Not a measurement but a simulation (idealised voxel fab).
process module | voxel transistor to metal
cross-section cut | 180 nm wide | cells 5 nm
A cross-section is a grid of square cells, given in bands from the top down. A band is one or more rows of cells.
Each band's line starts with the height of the band's top and of its bottom, in nm. Then come its materials from left to right, each with its width in nm. One material with "throughout" fills the band from edge to edge. "air" is empty space.
Height 0 is the level under which the wafer as received is all one material. The lowest band goes on downwards, as in "0 down".
A width such as "30 to 40" changes by the same amount from each row of cells to the next, from the band's top row to its bottom row.
"no change" after a step means that no cell of the cross-section changed.
closed voids: empty space of 8 cells or more with no open way to the top, each as width x height at its distance from the left edge, in nm
after a step's settings: what the simulator itself notes on the step
overlay nm, on a step with a mask: how far to the right of its planned place the mask lay; to the left if negative
plan
1 op RECEIVE | material Si
2 op OXIDIZE | depth nm 5
3 op CONFORMAL_DEP | material SiN | thk nm 10
4 op DIRECTIONAL_DEP | material aC | thk nm 15
5 op PATTERN | tone cover | mask id ACTIVE | material resist | width nm 125 | thk nm 35 | overlay nm 0
6 op DIRECTIONAL_ETCH | etch materials aC | depth nm 15
7 op STRIP | etch materials resist
8 op DIRECTIONAL_ETCH | etch materials SiN | depth nm 10
9 op DIRECTIONAL_ETCH | etch materials SiO2 | depth nm 5
10 op DIRECTIONAL_ETCH | etch materials Si | depth nm 35
11 op STRIP | etch materials aC
12 op OXIDIZE | depth nm 5
13 op FILL_DEP | material SiO2 | thk nm 5
14 op CMP | height nm 10
15 op SELECTIVE_ETCH | etch materials SiO2 | depth nm 5
16 op STRIP | etch materials SiN
17 op SELECTIVE_ETCH | etch materials SiO2 | depth nm 5
18 op OXIDIZE | depth nm 5
19 op DIRECTIONAL_DEP | material polySi | thk nm 25
20 op DIRECTIONAL_DEP | material SiCN | thk nm 15
21 op DIRECTIONAL_DEP | material aC | thk nm 10
22 op PATTERN | tone cover | mask id GATE | material resist | width nm 35 | thk nm 30 | overlay nm 0
23 op DIRECTIONAL_ETCH | etch materials aC | depth nm 10
24 op STRIP | etch materials resist
25 op DIRECTIONAL_ETCH | etch materials SiCN | depth nm 25
26 op DIRECTIONAL_ETCH | etch materials polySi | depth nm 35
27 op STRIP | etch materials aC
28 op CONFORMAL_DEP | material SiN | thk nm 5
29 op DIRECTIONAL_ETCH | etch materials SiN | depth nm 5
30 op DIRECTIONAL_ETCH | etch materials SiO2 | depth nm 5
31 op DIRECTIONAL_ETCH | etch materials Si | depth nm 5
32 op EPI | material pSi | thk nm 10
33 op FILL_DEP | material SiO2 | thk nm 10
34 op CMP | height nm 20
35 op STRIP | etch materials polySi
36 op SELECTIVE_ETCH | etch materials SiO2 | depth nm 5
37 op CONFORMAL_DEP | material HfO2 | thk nm 5
38 op CONFORMAL_DEP | material TiN | thk nm 5
39 op FILL_DEP | material W | thk nm 10
40 op CMP | height nm 15
41 op DIRECTIONAL_DEP | material SiO2 | thk nm 10
42 op MASKED_ETCH | tone open | mask id CONTACT | width nm 15 | pitch nm 90 | etch materials SiO2 | depth nm 30 | overlay nm 0
43 op CONFORMAL_DEP | material TiN | thk nm 5
44 op FILL_DEP | material W | thk nm 5
45 op CMP | height nm 25
46 op CONFORMAL_DEP | material SiN | thk nm 5
47 op DIRECTIONAL_DEP | material lowk | thk nm 20
48 op PATTERN | tone open | mask id METAL_1 | material resist | width nm 15 | pitch nm 90 | thk nm 15 | overlay nm 0
49 op DIRECTIONAL_ETCH | etch materials lowk | depth nm 20
50 op DIRECTIONAL_ETCH | etch materials SiN | depth nm 5
51 op STRIP | etch materials resist
52 op CONFORMAL_DEP | material TiN | thk nm 5
53 op FILL_DEP | material Cu | thk nm 5
54 op CMP | height nm 50
55 op EPI | material Ru | thk nm 5
56 op FILL_DEP | material SiCN | thk nm 5
first wafer, as planned
as received, after step 1
  0 down: Si throughout
  closed voids: none
after step 2
  0 to -5: SiO2 throughout
  below -5: unchanged
after step 3
  10 to 0: SiN throughout
  below 0: unchanged
after step 4
  25 to 10: aC throughout
  below 10: unchanged
after step 5
  60 to 25: air 25 | resist 125 | air 30
  below 25: unchanged
after step 6
  45 to 25: air 25 | resist 125 | air 30
  25 to 10: air 25 | aC 125 | air 30
  below 10: unchanged
after step 7
  25 to 10: air 25 | aC 125 | air 30
  below 10: unchanged
after step 8
  25 to 10: air 25 | aC 125 | air 30
  10 to 0: air 25 | SiN 125 | air 30
  below 0: unchanged
after step 9
  25 to 10: air 25 | aC 125 | air 30
  10 to 0: air 25 | SiN 125 | air 30
  0 to -5: air 25 | SiO2 125 | air 30
  below -5: unchanged
after step 10
  25 to 10: air 25 | aC 125 | air 30
  10 to 0: air 25 | SiN 125 | air 30
  0 to -5: air 25 | SiO2 125 | air 30
  -5 to -40: air 25 | Si 125 | air 30
  below -40: unchanged
after step 11
  10 to 0: air 25 | SiN 125 | air 30
  below 0: unchanged
after step 12
  10 to 0: air 25 | SiN 125 | air 30
  0 to -5: air 25 | SiO2 125 | air 30
  -5 to -40: air 25 | SiO2 5 | Si 115 | SiO2 5 | air 30
  -40 to -45: SiO2 30 | Si 115 | SiO2 35
  below -45: unchanged
after step 13
  15 to 10: SiO2 throughout
  10 to 0: SiO2 25 | SiN 125 | SiO2 30
  0 to -5: SiO2 throughout
  -5 to -45: SiO2 30 | Si 115 | SiO2 35
  below -45: unchanged
after step 14
  10 to 0: SiO2 25 | SiN 125 | SiO2 30
  below 0: unchanged
after step 15
  10 to 5: air 25 | SiN 125 | air 30
  below 5: unchanged
after step 16
  5 to 0: SiO2 25 | air 125 | SiO2 30
  below 0: unchanged
after step 17
  0 to -5: SiO2 20 | air 135 | SiO2 25
  below -5: unchanged
after step 18
  0 to -5: SiO2 20 | air 135 | SiO2 25
  -5 to -10: SiO2 throughout
  below -10: unchanged
after step 19
  25 to 20: polySi 20 | air 135 | polySi 25
  20 to 0: polySi throughout
  0 to -5: SiO2 20 | polySi 135 | SiO2 25
  below -5: unchanged
after step 20
  40 to 35: SiCN 20 | air 135 | SiCN 25
  35 to 25: SiCN throughout
  25 to 20: polySi 20 | SiCN 135 | polySi 25
  below 20: unchanged
after step 21
  50 to 45: aC 20 | air 135 | aC 25
  45 to 40: aC throughout
  40 to 35: SiCN 20 | aC 135 | SiCN 25
  below 35: unchanged
after step 22
  80 to 50: air 70 | resist 35 | air 75
  50 to 45: aC 20 | air 50 | resist 35 | air 50 | aC 25
  below 45: unchanged
after step 23
  70 to 45: air 70 | resist 35 | air 75
  45 to 40: air 70 | aC 35 | air 75
  40 to 35: SiCN 20 | air 50 | aC 35 | air 50 | SiCN 25
  below 35: unchanged
after step 24
  45 to 40: air 70 | aC 35 | air 75
  below 40: unchanged
after step 25
  45 to 35: air 70 | aC 35 | air 75
  35 to 25: air 70 | SiCN 35 | air 75
  25 to 20: polySi 20 | air 50 | SiCN 35 | air 50 | polySi 25
  below 20: unchanged
after step 26
  45 to 35: air 70 | aC 35 | air 75
  35 to 20: air 70 | SiCN 35 | air 75
  20 to 0: air 70 | polySi 35 | air 75
  0 to -5: SiO2 20 | air 50 | polySi 35 | air 50 | SiO2 25
  below -5: unchanged
after step 27
  35 to 20: air 70 | SiCN 35 | air 75
  below 20: unchanged
after step 28
  40 to 35: air 65 | SiN 45 | air 70
  35 to 20: air 65 | SiN 5 | SiCN 35 | SiN 5 | air 70
  20 to 5: air 65 | SiN 5 | polySi 35 | SiN 5 | air 70
  5 to 0: SiN 25 | air 40 | SiN 5 | polySi 35 | SiN 5 | air 40 | SiN 30
  0 to -5: SiO2 20 | SiN 50 | polySi 35 | SiN 50 | SiO2 25
  below -5: unchanged
after step 29
  35 to 20: air 65 | SiN 5 | SiCN 35 | SiN 5 | air 70
  20 to 0: air 65 | SiN 5 | polySi 35 | SiN 5 | air 70
  0 to -5: SiO2 20 | SiN 5 | air 40 | SiN 5 | polySi 35 | SiN 5 | air 40 | SiN 5 | SiO2 25
  below -5: unchanged
after step 30
  35 to 20: air 65 | SiN 5 | SiCN 35 | SiN 5 | air 70
  20 to 0: air 65 | SiN 5 | polySi 35 | SiN 5 | air 70
  0 to -5: air 20 | SiN 5 | air 40 | SiN 5 | polySi 35 | SiN 5 | air 40 | SiN 5 | air 25
  -5 to -10: SiO2 25 | air 40 | SiO2 45 | air 40 | SiO2 30
  below -10: unchanged
after step 31
  35 to 20: air 65 | SiN 5 | SiCN 35 | SiN 5 | air 70
  20 to 0: air 65 | SiN 5 | polySi 35 | SiN 5 | air 70
  0 to -5: air 20 | SiN 5 | air 40 | SiN 5 | polySi 35 | SiN 5 | air 40 | SiN 5 | air 25
  -5 to -10: SiO2 25 | air 40 | SiO2 45 | air 40 | SiO2 30
  -10 to -15: SiO2 30 | air 35 | Si 45 | air 35 | SiO2 35
  below -15: unchanged
after step 32
  35 to 20: air 65 | SiN 5 | SiCN 35 | SiN 5 | air 70
  20 to 0: air 65 | SiN 5 | polySi 35 | SiN 5 | air 70
  0 to -5: air 20 | SiN 5 | air 30 | pSi 10 | SiN 5 | polySi 35 | SiN 5 | pSi 10 | air 30 | SiN 5 | air 25
  -5 to -10: SiO2 25 | pSi 40 | SiO2 45 | pSi 40 | SiO2 30
  -10 to -15: SiO2 30 | pSi 35 | Si 45 | pSi 35 | SiO2 35
  below -15: unchanged
after step 33
  45 to 35: SiO2 throughout
  35 to 20: SiO2 65 | SiN 5 | SiCN 35 | SiN 5 | SiO2 70
  20 to 0: SiO2 65 | SiN 5 | polySi 35 | SiN 5 | SiO2 70
  0 to -5: SiO2 20 | SiN 5 | SiO2 30 | pSi 10 | SiN 5 | polySi 35 | SiN 5 | pSi 10 | SiO2 30 | SiN 5 | SiO2 25
  below -5: unchanged
after step 34
  20 to 0: SiO2 65 | SiN 5 | polySi 35 | SiN 5 | SiO2 70
  below 0: unchanged
after step 35
  20 to 0: SiO2 65 | SiN 5 | air 35 | SiN 5 | SiO2 70
  0 to -5: SiO2 20 | SiN 5 | SiO2 30 | pSi 10 | SiN 5 | air 35 | SiN 5 | pSi 10 | SiO2 30 | SiN 5 | SiO2 25
  below -5: unchanged
after step 36
  20 to 15: air 65 | SiN 5 | air 35 | SiN 5 | air 70
  15 to 0: SiO2 65 | SiN 5 | air 35 | SiN 5 | SiO2 70
  0 to -5: SiO2 20 | SiN 5 | SiO2 30 | pSi 10 | SiN 5 | air 35 | SiN 5 | pSi 10 | SiO2 30 | SiN 5 | SiO2 25
  -5 to -10: SiO2 25 | pSi 40 | air 45 | pSi 40 | SiO2 30
  below -10: unchanged
after step 37
  25 to 20: air 60 | HfO2 15 | air 25 | HfO2 15 | air 65
  20 to 15: HfO2 65 | SiN 5 | HfO2 5 | air 25 | HfO2 5 | SiN 5 | HfO2 70
  15 to 0: SiO2 65 | SiN 5 | HfO2 5 | air 25 | HfO2 5 | SiN 5 | SiO2 70
  0 to -5: SiO2 20 | SiN 5 | SiO2 30 | pSi 10 | SiN 5 | HfO2 5 | air 25 | HfO2 5 | SiN 5 | pSi 10 | SiO2 30 | SiN 5 | SiO2 25
  -5 to -10: SiO2 25 | pSi 40 | HfO2 45 | pSi 40 | SiO2 30
  below -10: unchanged
after step 38
  30 to 25: air 55 | TiN 25 | air 15 | TiN 25 | air 60
  25 to 20: TiN 60 | HfO2 15 | TiN 5 | air 15 | TiN 5 | HfO2 15 | TiN 65
  20 to 15: HfO2 65 | SiN 5 | HfO2 5 | TiN 5 | air 15 | TiN 5 | HfO2 5 | SiN 5 | HfO2 70
  15 to 0: SiO2 65 | SiN 5 | HfO2 5 | TiN 5 | air 15 | TiN 5 | HfO2 5 | SiN 5 | SiO2 70
  0 to -5: SiO2 20 | SiN 5 | SiO2 30 | pSi 10 | SiN 5 | HfO2 5 | TiN 25 | HfO2 5 | SiN 5 | pSi 10 | SiO2 30 | SiN 5 | SiO2 25
  below -5: unchanged
after step 39
  40 to 30: W throughout
  30 to 25: W 55 | TiN 25 | W 15 | TiN 25 | W 60
  25 to 20: TiN 60 | HfO2 15 | TiN 5 | W 15 | TiN 5 | HfO2 15 | TiN 65
  20 to 15: HfO2 65 | SiN 5 | HfO2 5 | TiN 5 | W 15 | TiN 5 | HfO2 5 | SiN 5 | HfO2 70
  15 to 0: SiO2 65 | SiN 5 | HfO2 5 | TiN 5 | W 15 | TiN 5 | HfO2 5 | SiN 5 | SiO2 70
  below 0: unchanged
after step 40
  15 to 0: SiO2 65 | SiN 5 | HfO2 5 | TiN 5 | W 15 | TiN 5 | HfO2 5 | SiN 5 | SiO2 70
  below 0: unchanged
after step 41
  25 to 15: SiO2 throughout
  below 15: unchanged
after step 42
  25 to 15: SiO2 35 | air 15 | SiO2 75 | air 15 | SiO2 40
  15 to 0: SiO2 35 | air 15 | SiO2 15 | SiN 5 | HfO2 5 | TiN 5 | W 15 | TiN 5 | HfO2 5 | SiN 5 | SiO2 15 | air 15 | SiO2 40
  0 to -5: SiO2 20 | SiN 5 | SiO2 10 | air 15 | SiO2 5 | pSi 10 | SiN 5 | HfO2 5 | TiN 25 | HfO2 5 | SiN 5 | pSi 10 | SiO2 5 | air 15 | SiO2 10 | SiN 5 | SiO2 25
  below -5: unchanged
after step 43
  30 to 25: TiN 40 | air 5 | TiN 85 | air 5 | TiN 45
  25 to 15: SiO2 35 | TiN 5 | air 5 | TiN 5 | SiO2 75 | TiN 5 | air 5 | TiN 5 | SiO2 40
  15 to 0: SiO2 35 | TiN 5 | air 5 | TiN 5 | SiO2 15 | SiN 5 | HfO2 5 | TiN 5 | W 15 | TiN 5 | HfO2 5 | SiN 5 | SiO2 15 | TiN 5 | air 5 | TiN 5 | SiO2 40
  0 to -5: SiO2 20 | SiN 5 | SiO2 10 | TiN 15 | SiO2 5 | pSi 10 | SiN 5 | HfO2 5 | TiN 25 | HfO2 5 | SiN 5 | pSi 10 | SiO2 5 | TiN 15 | SiO2 10 | SiN 5 | SiO2 25
  below -5: unchanged
after step 44
  35 to 30: W throughout
  30 to 25: TiN 40 | W 5 | TiN 85 | W 5 | TiN 45
  25 to 15: SiO2 35 | TiN 5 | W 5 | TiN 5 | SiO2 75 | TiN 5 | W 5 | TiN 5 | SiO2 40
  15 to 0: SiO2 35 | TiN 5 | W 5 | TiN 5 | SiO2 15 | SiN 5 | HfO2 5 | TiN 5 | W 15 | TiN 5 | HfO2 5 | SiN 5 | SiO2 15 | TiN 5 | W 5 | TiN 5 | SiO2 40
  below 0: unchanged
after step 45
  25 to 15: SiO2 35 | TiN 5 | W 5 | TiN 5 | SiO2 75 | TiN 5 | W 5 | TiN 5 | SiO2 40
  below 15: unchanged
after step 46
  30 to 25: SiN throughout
  below 25: unchanged
after step 47
  50 to 30: lowk throughout
  below 30: unchanged
after step 48
  65 to 50: resist 35 | air 15 | resist 75 | air 15 | resist 40
  below 50: unchanged
after step 49
  65 to 50: resist 35 | air 15 | resist 75 | air 15 | resist 40
  50 to 30: lowk 35 | air 15 | lowk 75 | air 15 | lowk 40
  below 30: unchanged
after step 50
  65 to 50: resist 35 | air 15 | resist 75 | air 15 | resist 40
  50 to 30: lowk 35 | air 15 | lowk 75 | air 15 | lowk 40
  30 to 25: SiN 35 | air 15 | SiN 75 | air 15 | SiN 40
  below 25: unchanged
after step 51
  50 to 30: lowk 35 | air 15 | lowk 75 | air 15 | lowk 40
  below 30: unchanged
after step 52
  55 to 50: TiN 40 | air 5 | TiN 85 | air 5 | TiN 45
  50 to 30: lowk 35 | TiN 5 | air 5 | TiN 5 | lowk 75 | TiN 5 | air 5 | TiN 5 | lowk 40
  30 to 25: SiN 35 | TiN 15 | SiN 75 | TiN 15 | SiN 40
  below 25: unchanged
after step 53
  60 to 55: Cu throughout
  55 to 50: TiN 40 | Cu 5 | TiN 85 | Cu 5 | TiN 45
  50 to 30: lowk 35 | TiN 5 | Cu 5 | TiN 5 | lowk 75 | TiN 5 | Cu 5 | TiN 5 | lowk 40
  below 30: unchanged
after step 54
  50 to 30: lowk 35 | TiN 5 | Cu 5 | TiN 5 | lowk 75 | TiN 5 | Cu 5 | TiN 5 | lowk 40
  below 30: unchanged
after step 55
  55 to 50: air 30 | Ru 25 | air 65 | Ru 25 | air 35
  below 50: unchanged
after step 56
  60 to 55: SiCN throughout
  55 to 50: SiCN 30 | Ru 25 | SiCN 65 | Ru 25 | SiCN 35
  below 50: unchanged
second wafer: like start, like plan, one mistake. Through step 4 it matches the first wafer
when step 5 should have ended
  60 to 25: resist 25 | air 125 | resist 30
  below 25: unchanged
when step 6 should have ended
  45 to 25: resist 25 | air 125 | resist 30
  25 to 10: aC 25 | air 125 | aC 30
  below 10: unchanged
when step 7 should have ended
  25 to 10: aC 25 | air 125 | aC 30
  below 10: unchanged
when step 8 should have ended
  25 to 10: aC 25 | air 125 | aC 30
  10 to 0: SiN 25 | air 125 | SiN 30
  below 0: unchanged
when step 9 should have ended
  25 to 10: aC 25 | air 125 | aC 30
  10 to 0: SiN 25 | air 125 | SiN 30
  0 to -5: SiO2 25 | air 125 | SiO2 30
  below -5: unchanged
when step 10 should have ended
  25 to 10: aC 25 | air 125 | aC 30
  10 to 0: SiN 25 | air 125 | SiN 30
  0 to -5: SiO2 25 | air 125 | SiO2 30
  -5 to -40: Si 25 | air 125 | Si 30
  below -40: unchanged
when step 11 should have ended
  10 to 0: SiN 25 | air 125 | SiN 30
  below 0: unchanged
when step 12 should have ended
  10 to 0: SiN 25 | air 125 | SiN 30
  0 to -5: SiO2 25 | air 125 | SiO2 30
  -5 to -40: Si 20 | SiO2 5 | air 125 | SiO2 5 | Si 25
  -40 to -45: Si 20 | SiO2 135 | Si 25
  below -45: unchanged
when step 13 should have ended
  15 to 10: SiO2 throughout
  10 to 0: SiN 25 | SiO2 125 | SiN 30
  0 to -5: SiO2 throughout
  -5 to -45: Si 20 | SiO2 135 | Si 25
  below -45: unchanged
when step 14 should have ended
  10 to 0: SiN 25 | SiO2 125 | SiN 30
  below 0: unchanged
when step 15 should have ended
  10 to 5: SiN 25 | air 125 | SiN 30
  below 5: unchanged
when step 16 should have ended
  5 to 0: air 25 | SiO2 125 | air 30
  below 0: unchanged
when step 17 should have ended
  0 to -5: air 30 | SiO2 115 | air 35
  below -5: unchanged
when step 18 should have ended
  0 to -5: air 30 | SiO2 115 | air 35
  -5 to -10: SiO2 throughout
  below -10: unchanged
when step 19 should have ended
  25 to 20: air 30 | polySi 115 | air 35
  20 to 0: polySi throughout
  0 to -5: polySi 30 | SiO2 115 | polySi 35
  below -5: unchanged
when step 20 should have ended
  40 to 35: air 30 | SiCN 115 | air 35
  35 to 25: SiCN throughout
  25 to 20: SiCN 30 | polySi 115 | SiCN 35
  below 20: unchanged
when step 21 should have ended
  50 to 45: air 30 | aC 115 | air 35
  45 to 40: aC throughout
  40 to 35: aC 30 | SiCN 115 | aC 35
  below 35: unchanged
when step 22 should have ended
  80 to 50: air 70 | resist 35 | air 75
  below 50: unchanged
when step 23 should have ended
  70 to 50: air 70 | resist 35 | air 75
  50 to 40: air 70 | aC 35 | air 75
  40 to 35: air 30 | SiCN 115 | air 35
  below 35: unchanged
when step 24 should have ended
  50 to 40: air 70 | aC 35 | air 75
  below 40: unchanged
when step 25 should have ended
  50 to 40: air 70 | aC 35 | air 75
  40 to 25: air 70 | SiCN 35 | air 75
  25 to 20: air 30 | polySi 115 | air 35
  below 20: unchanged
when step 26 should have ended
  50 to 40: air 70 | aC 35 | air 75
  40 to 25: air 70 | SiCN 35 | air 75
  25 to 0: air 70 | polySi 35 | air 75
  0 to -5: air 30 | SiO2 115 | air 35
  below -5: unchanged
when step 27 should have ended
  40 to 25: air 70 | SiCN 35 | air 75
  below 25: unchanged
when step 28 should have ended
  45 to 40: air 65 | SiN 45 | air 70
  40 to 25: air 65 | SiN 5 | SiCN 35 | SiN 5 | air 70
  25 to 5: air 65 | SiN 5 | polySi 35 | SiN 5 | air 70
  5 to 0: air 25 | SiN 45 | polySi 35 | SiN 45 | air 30
  0 to -5: SiN 30 | SiO2 115 | SiN 35
  below -5: unchanged
when step 29 should have ended
  40 to 25: air 65 | SiN 5 | SiCN 35 | SiN 5 | air 70
  25 to 0: air 65 | SiN 5 | polySi 35 | SiN 5 | air 70
  0 to -5: air 25 | SiN 5 | SiO2 115 | SiN 5 | air 30
  below -5: unchanged
when step 30 should have ended
  40 to 25: air 65 | SiN 5 | SiCN 35 | SiN 5 | air 70
  25 to 0: air 65 | SiN 5 | polySi 35 | SiN 5 | air 70
  0 to -5: air 25 | SiN 5 | air 35 | SiO2 45 | air 35 | SiN 5 | air 30
  -5 to -10: air 25 | SiO2 125 | air 30
  below -10: unchanged
when step 31 should have ended
  40 to 25: air 65 | SiN 5 | SiCN 35 | SiN 5 | air 70
  25 to 0: air 65 | SiN 5 | polySi 35 | SiN 5 | air 70
  0 to -5: air 25 | SiN 5 | air 35 | SiO2 45 | air 35 | SiN 5 | air 30
  -5 to -15: air 25 to 20 | SiO2 125 to 135 | air 30 to 25
  below -15: unchanged
when step 32 should have ended
  40 to 25: air 65 | SiN 5 | SiCN 35 | SiN 5 | air 70
  25 to 0: air 65 | SiN 5 | polySi 35 | SiN 5 | air 70
  0 to -5: air 25 | SiN 5 | air 35 | SiO2 45 | air 35 | SiN 5 | air 30
  -5 to -15: pSi 25 to 20 | SiO2 125 to 135 | pSi 30 to 25
  below -15: unchanged
when step 33 should have ended
  50 to 40: SiO2 throughout
  40 to 25: SiO2 65 | SiN 5 | SiCN 35 | SiN 5 | SiO2 70
  25 to 0: SiO2 65 | SiN 5 | polySi 35 | SiN 5 | SiO2 70
  0 to -5: SiO2 25 | SiN 5 | SiO2 115 | SiN 5 | SiO2 30
  below -5: unchanged
when step 34 should have ended
  20 to 0: SiO2 65 | SiN 5 | polySi 35 | SiN 5 | SiO2 70
  below 0: unchanged
when step 35 should have ended
  20 to 0: SiO2 65 | SiN 5 | air 35 | SiN 5 | SiO2 70
  below 0: unchanged
when step 36 should have ended
  20 to 15: air 65 | SiN 5 | air 35 | SiN 5 | air 70
  15 to 0: SiO2 65 | SiN 5 | air 35 | SiN 5 | SiO2 70
  0 to -5: SiO2 25 | SiN 5 | SiO2 35 | air 45 | SiO2 35 | SiN 5 | SiO2 30
  below -5: unchanged
when step 37 should have ended
  25 to 20: air 60 | HfO2 15 | air 25 | HfO2 15 | air 65
  20 to 15: HfO2 65 | SiN 5 | HfO2 5 | air 25 | HfO2 5 | SiN 5 | HfO2 70
  15 to 0: SiO2 65 | SiN 5 | HfO2 5 | air 25 | HfO2 5 | SiN 5 | SiO2 70
  0 to -5: SiO2 25 | SiN 5 | SiO2 35 | HfO2 45 | SiO2 35 | SiN 5 | SiO2 30
  below -5: unchanged
when step 38 should have ended
  30 to 25: air 55 | TiN 25 | air 15 | TiN 25 | air 60
  25 to 20: TiN 60 | HfO2 15 | TiN 5 | air 15 | TiN 5 | HfO2 15 | TiN 65
  20 to 15: HfO2 65 | SiN 5 | HfO2 5 | TiN 5 | air 15 | TiN 5 | HfO2 5 | SiN 5 | HfO2 70
  15 to 5: SiO2 65 | SiN 5 | HfO2 5 | TiN 5 | air 15 | TiN 5 | HfO2 5 | SiN 5 | SiO2 70
  5 to 0: SiO2 65 | SiN 5 | HfO2 5 | TiN 25 | HfO2 5 | SiN 5 | SiO2 70
  below 0: unchanged
when step 39 should have ended
  40 to 30: W throughout
  30 to 25: W 55 | TiN 25 | W 15 | TiN 25 | W 60
  25 to 20: TiN 60 | HfO2 15 | TiN 5 | W 15 | TiN 5 | HfO2 15 | TiN 65
  20 to 15: HfO2 65 | SiN 5 | HfO2 5 | TiN 5 | W 15 | TiN 5 | HfO2 5 | SiN 5 | HfO2 70
  15 to 5: SiO2 65 | SiN 5 | HfO2 5 | TiN 5 | W 15 | TiN 5 | HfO2 5 | SiN 5 | SiO2 70
  below 5: unchanged
when step 40 should have ended
  15 to 5: SiO2 65 | SiN 5 | HfO2 5 | TiN 5 | W 15 | TiN 5 | HfO2 5 | SiN 5 | SiO2 70
  below 5: unchanged
when step 41 should have ended
  25 to 15: SiO2 throughout
  below 15: unchanged
when step 42 should have ended
  25 to 15: SiO2 35 | air 15 | SiO2 75 | air 15 | SiO2 40
  15 to 5: SiO2 35 | air 15 | SiO2 15 | SiN 5 | HfO2 5 | TiN 5 | W 15 | TiN 5 | HfO2 5 | SiN 5 | SiO2 15 | air 15 | SiO2 40
  5 to 0: SiO2 35 | air 15 | SiO2 15 | SiN 5 | HfO2 5 | TiN 25 | HfO2 5 | SiN 5 | SiO2 15 | air 15 | SiO2 40
  0 to -5: SiO2 25 | SiN 5 | SiO2 5 | air 15 | SiO2 15 | HfO2 45 | SiO2 15 | air 15 | SiO2 5 | SiN 5 | SiO2 30
  below -5: unchanged
when step 43 should have ended
  30 to 25: TiN 40 | air 5 | TiN 85 | air 5 | TiN 45
  25 to 15: SiO2 35 | TiN 5 | air 5 | TiN 5 | SiO2 75 | TiN 5 | air 5 | TiN 5 | SiO2 40
  15 to 5: SiO2 35 | TiN 5 | air 5 | TiN 5 | SiO2 15 | SiN 5 | HfO2 5 | TiN 5 | W 15 | TiN 5 | HfO2 5 | SiN 5 | SiO2 15 | TiN 5 | air 5 | TiN 5 | SiO2 40
  5 to 0: SiO2 35 | TiN 5 | air 5 | TiN 5 | SiO2 15 | SiN 5 | HfO2 5 | TiN 25 | HfO2 5 | SiN 5 | SiO2 15 | TiN 5 | air 5 | TiN 5 | SiO2 40
  0 to -5: SiO2 25 | SiN 5 | SiO2 5 | TiN 15 | SiO2 15 | HfO2 45 | SiO2 15 | TiN 15 | SiO2 5 | SiN 5 | SiO2 30
  below -5: unchanged
when step 44 should have ended
  35 to 30: W throughout
  30 to 25: TiN 40 | W 5 | TiN 85 | W 5 | TiN 45
  25 to 15: SiO2 35 | TiN 5 | W 5 | TiN 5 | SiO2 75 | TiN 5 | W 5 | TiN 5 | SiO2 40
  15 to 5: SiO2 35 | TiN 5 | W 5 | TiN 5 | SiO2 15 | SiN 5 | HfO2 5 | TiN 5 | W 15 | TiN 5 | HfO2 5 | SiN 5 | SiO2 15 | TiN 5 | W 5 | TiN 5 | SiO2 40
  5 to 0: SiO2 35 | TiN 5 | W 5 | TiN 5 | SiO2 15 | SiN 5 | HfO2 5 | TiN 25 | HfO2 5 | SiN 5 | SiO2 15 | TiN 5 | W 5 | TiN 5 | SiO2 40
  below 0: unchanged
when step 45 should have ended
  25 to 15: SiO2 35 | TiN 5 | W 5 | TiN 5 | SiO2 75 | TiN 5 | W 5 | TiN 5 | SiO2 40
  below 15: unchanged
when step 46 should have ended
  30 to 25: SiN throughout
  below 25: unchanged
when step 47 should have ended
  50 to 30: lowk throughout
  below 30: unchanged
when step 48 should have ended
  65 to 50: resist 35 | air 15 | resist 75 | air 15 | resist 40
  below 50: unchanged
when step 49 should have ended
  65 to 50: resist 35 | air 15 | resist 75 | air 15 | resist 40
  50 to 30: lowk 35 | air 15 | lowk 75 | air 15 | lowk 40
  below 30: unchanged
when step 50 should have ended
  65 to 50: resist 35 | air 15 | resist 75 | air 15 | resist 40
  50 to 30: lowk 35 | air 15 | lowk 75 | air 15 | lowk 40
  30 to 25: SiN 35 | air 15 | SiN 75 | air 15 | SiN 40
  below 25: unchanged
when step 51 should have ended
  50 to 30: lowk 35 | air 15 | lowk 75 | air 15 | lowk 40
  below 30: unchanged
when step 52 should have ended
  55 to 50: TiN 40 | air 5 | TiN 85 | air 5 | TiN 45
  50 to 30: lowk 35 | TiN 5 | air 5 | TiN 5 | lowk 75 | TiN 5 | air 5 | TiN 5 | lowk 40
  30 to 25: SiN 35 | TiN 15 | SiN 75 | TiN 15 | SiN 40
  below 25: unchanged
when step 53 should have ended
  60 to 55: Cu throughout
  55 to 50: TiN 40 | Cu 5 | TiN 85 | Cu 5 | TiN 45
  50 to 30: lowk 35 | TiN 5 | Cu 5 | TiN 5 | lowk 75 | TiN 5 | Cu 5 | TiN 5 | lowk 40
  below 30: unchanged
when step 54 should have ended
  50 to 30: lowk 35 | TiN 5 | Cu 5 | TiN 5 | lowk 75 | TiN 5 | Cu 5 | TiN 5 | lowk 40
  below 30: unchanged
when step 55 should have ended
  55 to 50: air 30 | Ru 25 | air 65 | Ru 25 | air 35
  below 50: unchanged
when step 56 should have ended
  60 to 55: SiCN throughout
  55 to 50: SiCN 30 | Ru 25 | SiCN 65 | Ru 25 | SiCN 35
  below 50: unchanged
what went wrong: step 5 ran as: op PATTERN | tone open | mask id ACTIVE | material resist | width nm 125 | thk nm 35 | overlay nm 0
at the end the second wafer has, in cells: 2 fewer of HfO2 | 93 fewer of Si | 2 fewer of SiN | 116 more of SiO2 | 2 fewer of TiN | 3 fewer of W | 14 fewer of pSi
